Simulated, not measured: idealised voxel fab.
Process module under the name voxel spacer lines
The cross-section shown here is cut; it is 290 nm wide and divided into square cells measuring 5 nm on a side.
Think of the cross-section as a grid of square cells. We describe it in bands, top to bottom, and each band covers one or more rows of those cells. Within each band entry, the heights of the top and of the bottom of the band appear first, in that order and in nm; the materials of the band then follow from left to right, each with its corresponding width in nm. The designation "full width" on a single material indicates that it fills the band from edge to edge; the designation "empty" indicates empty space. Ref level 0: as-received wafer is one material below here. Bottom band extends down with no lower bound ("0 down"). Per-row width for "30 to 40": begins at first number (top row of band), ends at second number (bottom row), increment between rows held constant. A step reported as "no modification" is a step in which no cell of the cross-section changed. In "Catalogued sealed voids" the enclosed voids are listed, meaning empty spaces of 8 cells or larger without any opening to the top. The form is width x height at distance, distance from the left edge, units nm. Read whatever lies past the settings on a step's line as the simulator's own remark about the step. On any step carrying a mask, the "overlay nm" setting, if present on the step's line, tells how far right of its planned place the mask lay; negative values point to the left. Reading key. Pairs: pre-step and post-step cross-section, one process step apart; post-step view only to lowest changed band. Step between + settings: beneath pair. Runs: pairs may be from different runs of this module, same starting wafer. Continuation from pair above: only where "Prior to processing" entry says.
-- Prior to processing
    0 down | Si full width
    Catalogued sealed voids: none
-- Sectional Result
    10 to 0 | Al2O3 full width
    below 0: unchanged
    Catalogued sealed voids: none
Step, pre vs post cross-sections above: CONFORMAL_DEP,material Al2O3,thk nm 10
Prior to processing: = after-state of the pair above.
-- Sectional Result
    30 to 10 | polySi full width
    below 10: unchanged
    Catalogued sealed voids: none
Step, pre vs post cross-sections above: DIRECTIONAL_DEP,material polySi,thk nm 20
Prior to processing: = after-state of the pair above.
-- Sectional Result
    50 to 30 | aC full width
    below 30: unchanged
    Catalogued sealed voids: none
Step, pre vs post cross-sections above: DIRECTIONAL_DEP,material aC,thk nm 20
Prior to processing: = after-state of the pair above.
-- Sectional Result
    80 to 50 | empty 100 nm; resist 20 nm; empty 50 nm; resist 20 nm; empty 100 nm
    below 50: unchanged
    Catalogued sealed voids: none
Step, pre vs post cross-sections above: PATTERN,tone cover,mask id MANDREL,material resist,width nm 20,pitch nm 70,thk nm 30,overlay nm 0
Prior to processing: = after-state of the pair above.
-- Sectional Result
    60 to 50 | empty 100 nm; resist 20 nm; empty 50 nm; resist 20 nm; empty 100 nm
    50 to 30 | empty 100 nm; aC 20 nm; empty 50 nm; aC 20 nm; empty 100 nm
    below 30: unchanged
    Catalogued sealed voids: none
Step, pre vs post cross-sections above: DIRECTIONAL_ETCH,etch materials aC,depth nm 20
Prior to processing: = after-state of the pair above.
-- Sectional Result
    50 to 30 | empty 100 nm; aC 20 nm; empty 50 nm; aC 20 nm; empty 100 nm
    below 30: unchanged
    Catalogued sealed voids: none
Step, pre vs post cross-sections above: STRIP,etch materials resist
Prior to processing: = after-state of the pair above.
-- Sectional Result
    65 to 50 | empty 85 nm; SiN 50 nm; empty 20 nm; SiN 50 nm; empty 85 nm
    50 to 45 | empty 85 nm; SiN 15 nm; aC 20 nm; SiN 15 nm; empty 20 nm; SiN 15 nm; aC 20 nm; SiN 15 nm; empty 85 nm
    45 to 30 | SiN 100 nm; aC 20 nm; SiN 50 nm; aC 20 nm; SiN 100 nm
    below 30: unchanged
    Catalogued sealed voids: none
Step, pre vs post cross-sections above: CONFORMAL_DEP,material SiN,thk nm 15
Prior to processing: = after-state of the pair above.
-- Sectional Result
    50 to 30 | empty 85 nm; SiN 15 nm; aC 20 nm; SiN 15 nm; empty 20 nm; SiN 15 nm; aC 20 nm; SiN 15 nm; empty 85 nm
    below 30: unchanged
    Catalogued sealed voids: none
Step, pre vs post cross-sections above: DIRECTIONAL_ETCH,etch materials SiN,depth nm 15
Prior to processing: = after-state of the pair above.
-- Sectional Result
    50 to 30 | empty 85 nm; SiN 15 nm; empty 20 nm; SiN 15 nm; empty 20 nm; SiN 15 nm; empty 20 nm; SiN 15 nm; empty 85 nm
    below 30: unchanged
    Catalogued sealed voids: none
Step, pre vs post cross-sections above: STRIP,etch materials aC
Prior to processing: = after-state of the pair above.
-- Sectional Result
    50 to 30 | empty 85 nm; SiN 15 nm; empty 20 nm; SiN 15 nm; empty 20 nm; SiN 15 nm; empty 20 nm; SiN 15 nm; empty 85 nm
    30 to 10 | empty 85 nm; polySi 15 nm; empty 20 nm; polySi 15 nm; empty 20 nm; polySi 15 nm; empty 20 nm; polySi 15 nm; empty 85 nm
    below 10: unchanged
    Catalogued sealed voids: none
Step, pre vs post cross-sections above: DIRECTIONAL_ETCH,etch materials polySi,depth nm 20
Prior to processing: = after-state of the pair above.
-- Sectional Result
    30 to 10 | empty 85 nm; polySi 15 nm; empty 20 nm; polySi 15 nm; empty 20 nm; polySi 15 nm; empty 20 nm; polySi 15 nm; empty 85 nm
    below 10: unchanged
    Catalogued sealed voids: none
Step, pre vs post cross-sections above: STRIP,etch materials SiN
Prior to processing: = after-state of the pair above.
-- Sectional Result
    35 to 30 | lowk full width
    30 to 10 | lowk 85 nm; polySi 15 nm; lowk 20 nm; polySi 15 nm; lowk 20 nm; polySi 15 nm; lowk 20 nm; polySi 15 nm; lowk 85 nm
    below 10: unchanged
    Catalogued sealed voids: none
Step, pre vs post cross-sections above: FILL_DEP,material lowk,thk nm 5
Prior to processing: = after-state of the pair above.
-- Sectional Result
    30 to 10 | lowk 85 nm; polySi 15 nm; lowk 20 nm; polySi 15 nm; lowk 20 nm; polySi 15 nm; lowk 20 nm; polySi 15 nm; lowk 85 nm
    below 10: unchanged
    Catalogued sealed voids: none
Step, pre vs post cross-sections above: CMP,height nm 30
-- Prior to processing
    50 to 30 | empty 85 nm; SiN 15 nm; empty 20 nm; SiN 15 nm; empty 20 nm; SiN 15 nm; empty 20 nm; SiN 15 nm; empty 85 nm
    30 to 10 | empty 85 nm; polySi 15 nm; empty 20 nm; polySi 15 nm; empty 20 nm; polySi 15 nm; empty 20 nm; polySi 15 nm; empty 85 nm
    10 to 0 | Al2O3 full width
    0 down | Si full width
    Catalogued sealed voids: none
-- Sectional Result
    55 to 50 | lowk full width
    50 to 30 | lowk 85 nm; SiN 15 nm; lowk 20 nm; SiN 15 nm; lowk 20 nm; SiN 15 nm; lowk 20 nm; SiN 15 nm; lowk 85 nm
    30 to 10 | lowk 85 nm; polySi 15 nm; lowk 20 nm; polySi 15 nm; lowk 20 nm; polySi 15 nm; lowk 20 nm; polySi 15 nm; lowk 85 nm
    below 10: unchanged
    Catalogued sealed voids: none
Step, pre vs post cross-sections above: FILL_DEP,material lowk,thk nm 5
Prior to processing: = after-state of the pair above.
-- Sectional Result
    30 to 10 | lowk 85 nm; polySi 15 nm; lowk 20 nm; polySi 15 nm; lowk 20 nm; polySi 15 nm; lowk 20 nm; polySi 15 nm; lowk 85 nm
    below 10: unchanged
    Catalogued sealed voids: none
Step, pre vs post cross-sections above: CMP,height nm 30
-- Prior to processing
    0 down | Si full width
    Catalogued sealed voids: none
-- Sectional Result
    20 to 0 | polySi full width
    below 0: unchanged
    Catalogued sealed voids: none
Step, pre vs post cross-sections above: DIRECTIONAL_DEP,material polySi,thk nm 20
Prior to processing: = after-state of the pair above.
-- Sectional Result
    30 to 20 | Al2O3 full width
    below 20: unchanged
    Catalogued sealed voids: none
Step, pre vs post cross-sections above: CONFORMAL_DEP,material Al2O3,thk nm 10
Prior to processing: = after-state of the pair above.
-- Sectional Result
    50 to 30 | aC full width
    below 30: unchanged
    Catalogued sealed voids: none
Step, pre vs post cross-sections above: DIRECTIONAL_DEP,material aC,thk nm 20
Prior to processing: = after-state of the pair above.
-- Sectional Result
    80 to 50 | empty 100 nm; resist 20 nm; empty 50 nm; resist 20 nm; empty 100 nm
    below 50: unchanged
    Catalogued sealed voids: none
Step, pre vs post cross-sections above: PATTERN,tone cover,mask id MANDREL,material resist,width nm 20,pitch nm 70,thk nm 30,overlay nm 0
Prior to processing: = after-state of the pair above.
-- Sectional Result
    60 to 50 | empty 100 nm; resist 20 nm; empty 50 nm; resist 20 nm; empty 100 nm
    50 to 30 | empty 100 nm; aC 20 nm; empty 50 nm; aC 20 nm; empty 100 nm
    below 30: unchanged
    Catalogued sealed voids: none
Step, pre vs post cross-sections above: DIRECTIONAL_ETCH,etch materials aC,depth nm 20
Prior to processing: = after-state of the pair above.
-- Sectional Result
    50 to 30 | empty 100 nm; aC 20 nm; empty 50 nm; aC 20 nm; empty 100 nm
    below 30: unchanged
    Catalogued sealed voids: none
Step, pre vs post cross-sections above: STRIP,etch materials resist
Prior to processing: = after-state of the pair above.
-- Sectional Result
    65 to 50 | empty 85 nm; SiN 50 nm; empty 20 nm; SiN 50 nm; empty 85 nm
    50 to 45 | empty 85 nm; SiN 15 nm; aC 20 nm; SiN 15 nm; empty 20 nm; SiN 15 nm; aC 20 nm; SiN 15 nm; empty 85 nm
    45 to 30 | SiN 100 nm; aC 20 nm; SiN 50 nm; aC 20 nm; SiN 100 nm
    below 30: unchanged
    Catalogued sealed voids: none
Step, pre vs post cross-sections above: CONFORMAL_DEP,material SiN,thk nm 15
Prior to processing: = after-state of the pair above.
-- Sectional Result
    50 to 30 | empty 85 nm; SiN 15 nm; aC 20 nm; SiN 15 nm; empty 20 nm; SiN 15 nm; aC 20 nm; SiN 15 nm; empty 85 nm
    below 30: unchanged
    Catalogued sealed voids: none
Step, pre vs post cross-sections above: DIRECTIONAL_ETCH,etch materials SiN,depth nm 15
Prior to processing: = after-state of the pair above.
-- Sectional Result
    50 to 30 | empty 85 nm; SiN 15 nm; empty 20 nm; SiN 15 nm; empty 20 nm; SiN 15 nm; empty 20 nm; SiN 15 nm; empty 85 nm
    below 30: unchanged
    Catalogued sealed voids: none
Step, pre vs post cross-sections above: STRIP,etch materials aC
Prior to processing: = after-state of the pair above.
-- Sectional Result
    30 to 20 | Al2O3 full width
    below 20: unchanged
    Catalogued sealed voids: none
Step, pre vs post cross-sections above: STRIP,etch materials SiN
Prior to processing: = after-state of the pair above.
-- Sectional Result
    35 to 30 | lowk full width
    below 30: unchanged
    Catalogued sealed voids: none
Step, pre vs post cross-sections above: FILL_DEP,material lowk,thk nm 5
Prior to processing: = after-state of the pair above.
-- Sectional Result
    30 to 20 | Al2O3 full width
    below 20: unchanged
    Catalogued sealed voids: none
Step, pre vs post cross-sections above: CMP,height nm 30
-- Prior to processing
    35 to 30 | lowk full width
    30 to 10 | lowk 85 nm; polySi 15 nm; lowk 20 nm; polySi 15 nm; lowk 20 nm; polySi 15 nm; lowk 20 nm; polySi 15 nm; lowk 85 nm
    10 to 0 | Al2O3 full width
    0 down | Si full width
    Catalogued sealed voids: none
-- Sectional Result
    25 to 10 | lowk 85 nm; polySi 15 nm; lowk 20 nm; polySi 15 nm; lowk 20 nm; polySi 15 nm; lowk 20 nm; polySi 15 nm; lowk 85 nm
    below 10: unchanged
    Catalogued sealed voids: none
Step, pre vs post cross-sections above: CMP,height nm 25
-- Prior to processing
    50 to 30 | aC full width
    30 to 10 | polySi full width
    10 to 0 | Al2O3 full width
    0 down | Si full width
    Catalogued sealed voids: none
-- Sectional Result
    80 to 50 | empty 100 nm; resist 25 nm; empty 45 nm; resist 25 nm; empty 95 nm
    below 50: unchanged
    Catalogued sealed voids: none
Step, pre vs post cross-sections above: PATTERN,tone cover,mask id MANDREL,material resist,width nm 25,pitch nm 70,thk nm 30,overlay nm 0
Prior to processing: = after-state of the pair above.
-- Sectional Result
    60 to 50 | empty 100 nm; resist 25 nm; empty 45 nm; resist 25 nm; empty 95 nm
    50 to 30 | empty 100 nm; aC 25 nm; empty 45 nm; aC 25 nm; empty 95 nm
    below 30: unchanged
    Catalogued sealed voids: none
Step, pre vs post cross-sections above: DIRECTIONAL_ETCH,etch materials aC,depth nm 20
Prior to processing: = after-state of the pair above.
-- Sectional Result
    50 to 30 | empty 100 nm; aC 25 nm; empty 45 nm; aC 25 nm; empty 95 nm
    below 30: unchanged
    Catalogued sealed voids: none
Step, pre vs post cross-sections above: STRIP,etch materials resist
Prior to processing: = after-state of the pair above.
-- Sectional Result
    65 to 50 | empty 85 nm; SiN 55 nm; empty 15 nm; SiN 55 nm; empty 80 nm
    50 to 45 | empty 85 nm; SiN 15 nm; aC 25 nm; SiN 15 nm; empty 15 nm; SiN 15 nm; aC 25 nm; SiN 15 nm; empty 80 nm
    45 to 30 | SiN 100 nm; aC 25 nm; SiN 45 nm; aC 25 nm; SiN 95 nm
    below 30: unchanged
    Catalogued sealed voids: none
Step, pre vs post cross-sections above: CONFORMAL_DEP,material SiN,thk nm 15
Prior to processing: = after-state of the pair above.
-- Sectional Result
    50 to 30 | empty 85 nm; SiN 15 nm; aC 25 nm; SiN 15 nm; empty 15 nm; SiN 15 nm; aC 25 nm; SiN 15 nm; empty 80 nm
    below 30: unchanged
    Catalogued sealed voids: none
Step, pre vs post cross-sections above: DIRECTIONAL_ETCH,etch materials SiN,depth nm 15
Prior to processing: = after-state of the pair above.
-- Sectional Result
    50 to 30 | empty 85 nm; SiN 15 nm; empty 25 nm; SiN 15 nm; empty 15 nm; SiN 15 nm; empty 25 nm; SiN 15 nm; empty 80 nm
    below 30: unchanged
    Catalogued sealed voids: none
Step, pre vs post cross-sections above: STRIP,etch materials aC
Prior to processing: = after-state of the pair above.
-- Sectional Result
    50 to 30 | empty 85 nm; SiN 15 nm; empty 25 nm; SiN 15 nm; empty 15 nm; SiN 15 nm; empty 25 nm; SiN 15 nm; empty 80 nm
    30 to 10 | empty 85 nm; polySi 15 nm; empty 25 nm; polySi 15 nm; empty 15 nm; polySi 15 nm; empty 25 nm; polySi 15 nm; empty 80 nm
    below 10: unchanged
    Catalogued sealed voids: none
Step, pre vs post cross-sections above: DIRECTIONAL_ETCH,etch materials polySi,depth nm 20
Prior to processing: = after-state of the pair above.
-- Sectional Result
    30 to 10 | empty 85 nm; polySi 15 nm; empty 25 nm; polySi 15 nm; empty 15 nm; polySi 15 nm; empty 25 nm; polySi 15 nm; empty 80 nm
    below 10: unchanged
    Catalogued sealed voids: none
Step, pre vs post cross-sections above: STRIP,etch materials SiN
Prior to processing: = after-state of the pair above.
-- Sectional Result
    35 to 30 | lowk full width
    30 to 10 | lowk 85 nm; polySi 15 nm; lowk 25 nm; polySi 15 nm; lowk 15 nm; polySi 15 nm; lowk 25 nm; polySi 15 nm; lowk 80 nm
    below 10: unchanged
    Catalogued sealed voids: none
Step, pre vs post cross-sections above: FILL_DEP,material lowk,thk nm 5
Prior to processing: = after-state of the pair above.
-- Sectional Result
    30 to 10 | lowk 85 nm; polySi 15 nm; lowk 25 nm; polySi 15 nm; lowk 15 nm; polySi 15 nm; lowk 25 nm; polySi 15 nm; lowk 80 nm
    below 10: unchanged
    Catalogued sealed voids: none
Step, pre vs post cross-sections above: CMP,height nm 30
-- Prior to processing
    50 to 30 | aC full width
    30 to 10 | polySi full width
    10 to 0 | Al2O3 full width
    0 down | Si full width
    Catalogued sealed voids: none
-- Sectional Result
    80 to 50 | empty 90 nm; resist 20 nm; empty 50 nm; resist 20 nm; empty 110 nm
    below 50: unchanged
    Catalogued sealed voids: none
Step, pre vs post cross-sections above: PATTERN,tone cover,mask id MANDREL,material resist,width nm 20,pitch nm 70,thk nm 30,overlay nm -10
Prior to processing: = after-state of the pair above.
-- Sectional Result
    60 to 50 | empty 90 nm; resist 20 nm; empty 50 nm; resist 20 nm; empty 110 nm
    50 to 30 | empty 90 nm; aC 20 nm; empty 50 nm; aC 20 nm; empty 110 nm
    below 30: unchanged
    Catalogued sealed voids: none
Step, pre vs post cross-sections above: DIRECTIONAL_ETCH,etch materials aC,depth nm 20
Prior to processing: = after-state of the pair above.
-- Sectional Result
    50 to 30 | empty 90 nm; aC 20 nm; empty 50 nm; aC 20 nm; empty 110 nm
    below 30: unchanged
    Catalogued sealed voids: none
Step, pre vs post cross-sections above: STRIP,etch materials resist
Prior to processing: = after-state of the pair above.
-- Sectional Result
    65 to 50 | empty 75 nm; SiN 50 nm; empty 20 nm; SiN 50 nm; empty 95 nm
    50 to 45 | empty 75 nm; SiN 15 nm; aC 20 nm; SiN 15 nm; empty 20 nm; SiN 15 nm; aC 20 nm; SiN 15 nm; empty 95 nm
    45 to 30 | SiN 90 nm; aC 20 nm; SiN 50 nm; aC 20 nm; SiN 110 nm
    below 30: unchanged
    Catalogued sealed voids: none
Step, pre vs post cross-sections above: CONFORMAL_DEP,material SiN,thk nm 15
Prior to processing: = after-state of the pair above.
-- Sectional Result
    50 to 30 | empty 75 nm; SiN 15 nm; aC 20 nm; SiN 15 nm; empty 20 nm; SiN 15 nm; aC 20 nm; SiN 15 nm; empty 95 nm
    below 30: unchanged
    Catalogued sealed voids: none
Step, pre vs post cross-sections above: DIRECTIONAL_ETCH,etch materials SiN,depth nm 15
Prior to processing: = after-state of the pair above.
-- Sectional Result
    50 to 30 | empty 75 nm; SiN 15 nm; empty 20 nm; SiN 15 nm; empty 20 nm; SiN 15 nm; empty 20 nm; SiN 15 nm; empty 95 nm
    below 30: unchanged
    Catalogued sealed voids: none
Step, pre vs post cross-sections above: STRIP,etch materials aC
Prior to processing: = after-state of the pair above.
-- Sectional Result
    50 to 30 | empty 75 nm; SiN 15 nm; empty 20 nm; SiN 15 nm; empty 20 nm; SiN 15 nm; empty 20 nm; SiN 15 nm; empty 95 nm
    30 to 10 | empty 75 nm; polySi 15 nm; empty 20 nm; polySi 15 nm; empty 20 nm; polySi 15 nm; empty 20 nm; polySi 15 nm; empty 95 nm
    below 10: unchanged
    Catalogued sealed voids: none
Step, pre vs post cross-sections above: DIRECTIONAL_ETCH,etch materials polySi,depth nm 20
Prior to processing: = after-state of the pair above.
-- Sectional Result
    30 to 10 | empty 75 nm; polySi 15 nm; empty 20 nm; polySi 15 nm; empty 20 nm; polySi 15 nm; empty 20 nm; polySi 15 nm; empty 95 nm
    below 10: unchanged
    Catalogued sealed voids: none
Step, pre vs post cross-sections above: STRIP,etch materials SiN
Prior to processing: = after-state of the pair above.
-- Sectional Result
    35 to 30 | lowk full width
    30 to 10 | lowk 75 nm; polySi 15 nm; lowk 20 nm; polySi 15 nm; lowk 20 nm; polySi 15 nm; lowk 20 nm; polySi 15 nm; lowk 95 nm
    below 10: unchanged
    Catalogued sealed voids: none
Step, pre vs post cross-sections above: FILL_DEP,material lowk,thk nm 5
Prior to processing: = after-state of the pair above.
-- Sectional Result
    30 to 10 | lowk 75 nm; polySi 15 nm; lowk 20 nm; polySi 15 nm; lowk 20 nm; polySi 15 nm; lowk 20 nm; polySi 15 nm; lowk 95 nm
    below 10: unchanged
    Catalogued sealed voids: none
Step, pre vs post cross-sections above: CMP,height nm 30
-- Prior to processing
    0 down | Si full width
    Catalogued sealed voids: none
-- Sectional Result
    10 to 0 | lowk full width
    below 0: unchanged
    Catalogued sealed voids: none
Step, pre vs post cross-sections above: CONFORMAL_DEP,material lowk,thk nm 10
Prior to processing: = after-state of the pair above.
-- Sectional Result
    30 to 10 | polySi full width
    below 10: unchanged
    Catalogued sealed voids: none
Step, pre vs post cross-sections above: DIRECTIONAL_DEP,material polySi,thk nm 20
Prior to processing: = after-state of the pair above.
-- Sectional Result
    50 to 30 | aC full width
    below 30: unchanged
    Catalogued sealed voids: none
Step, pre vs post cross-sections above: DIRECTIONAL_DEP,material aC,thk nm 20
Prior to processing: = after-state of the pair above.
-- Sectional Result
    80 to 50 | empty 100 nm; resist 20 nm; empty 50 nm; resist 20 nm; empty 100 nm
    below 50: unchanged
    Catalogued sealed voids: none
Step, pre vs post cross-sections above: PATTERN,tone cover,mask id MANDREL,material resist,width nm 20,pitch nm 70,thk nm 30,overlay nm 0
Prior to processing: = after-state of the pair above.
-- Sectional Result
    60 to 50 | empty 100 nm; resist 20 nm; empty 50 nm; resist 20 nm; empty 100 nm
    50 to 30 | empty 100 nm; aC 20 nm; empty 50 nm; aC 20 nm; empty 100 nm
    below 30: unchanged
    Catalogued sealed voids: none
Step, pre vs post cross-sections above: DIRECTIONAL_ETCH,etch materials aC,depth nm 20
Prior to processing: = after-state of the pair above.
-- Sectional Result
    50 to 30 | empty 100 nm; aC 20 nm; empty 50 nm; aC 20 nm; empty 100 nm
    below 30: unchanged
    Catalogued sealed voids: none
Step, pre vs post cross-sections above: STRIP,etch materials resist
Prior to processing: = after-state of the pair above.
-- Sectional Result
    65 to 50 | empty 85 nm; SiN 50 nm; empty 20 nm; SiN 50 nm; empty 85 nm
    50 to 45 | empty 85 nm; SiN 15 nm; aC 20 nm; SiN 15 nm; empty 20 nm; SiN 15 nm; aC 20 nm; SiN 15 nm; empty 85 nm
    45 to 30 | SiN 100 nm; aC 20 nm; SiN 50 nm; aC 20 nm; SiN 100 nm
    below 30: unchanged
    Catalogued sealed voids: none
Step, pre vs post cross-sections above: CONFORMAL_DEP,material SiN,thk nm 15
Prior to processing: = after-state of the pair above.
-- Sectional Result
    50 to 30 | empty 85 nm; SiN 15 nm; aC 20 nm; SiN 15 nm; empty 20 nm; SiN 15 nm; aC 20 nm; SiN 15 nm; empty 85 nm
    below 30: unchanged
    Catalogued sealed voids: none
Step, pre vs post cross-sections above: DIRECTIONAL_ETCH,etch materials SiN,depth nm 15
Prior to processing: = after-state of the pair above.
-- Sectional Result
    50 to 30 | empty 85 nm; SiN 15 nm; empty 20 nm; SiN 15 nm; empty 20 nm; SiN 15 nm; empty 20 nm; SiN 15 nm; empty 85 nm
    below 30: unchanged
    Catalogued sealed voids: none
Step, pre vs post cross-sections above: STRIP,etch materials aC
Prior to processing: = after-state of the pair above.
-- Sectional Result
    50 to 30 | empty 85 nm; SiN 15 nm; empty 20 nm; SiN 15 nm; empty 20 nm; SiN 15 nm; empty 20 nm; SiN 15 nm; empty 85 nm
    30 to 10 | empty 85 nm; polySi 15 nm; empty 20 nm; polySi 15 nm; empty 20 nm; polySi 15 nm; empty 20 nm; polySi 15 nm; empty 85 nm
    below 10: unchanged
    Catalogued sealed voids: none
Step, pre vs post cross-sections above: DIRECTIONAL_ETCH,etch materials polySi,depth nm 20
Prior to processing: = after-state of the pair above.
-- Sectional Result
    30 to 10 | empty 85 nm; polySi 15 nm; empty 20 nm; polySi 15 nm; empty 20 nm; polySi 15 nm; empty 20 nm; polySi 15 nm; empty 85 nm
    below 10: unchanged
    Catalogued sealed voids: none
Step, pre vs post cross-sections above: STRIP,etch materials SiN
Prior to processing: = after-state of the pair above.
-- Sectional Result
    35 to 30 | lowk full width
    30 to 10 | lowk 85 nm; polySi 15 nm; lowk 20 nm; polySi 15 nm; lowk 20 nm; polySi 15 nm; lowk 20 nm; polySi 15 nm; lowk 85 nm
    below 10: unchanged
    Catalogued sealed voids: none
Step, pre vs post cross-sections above: FILL_DEP,material lowk,thk nm 5
Prior to processing: = after-state of the pair above.
-- Sectional Result
    30 to 10 | lowk 85 nm; polySi 15 nm; lowk 20 nm; polySi 15 nm; lowk 20 nm; polySi 15 nm; lowk 20 nm; polySi 15 nm; lowk 85 nm
    below 10: unchanged
    Catalogued sealed voids: none
Step, pre vs post cross-sections above: CMP,height nm 30
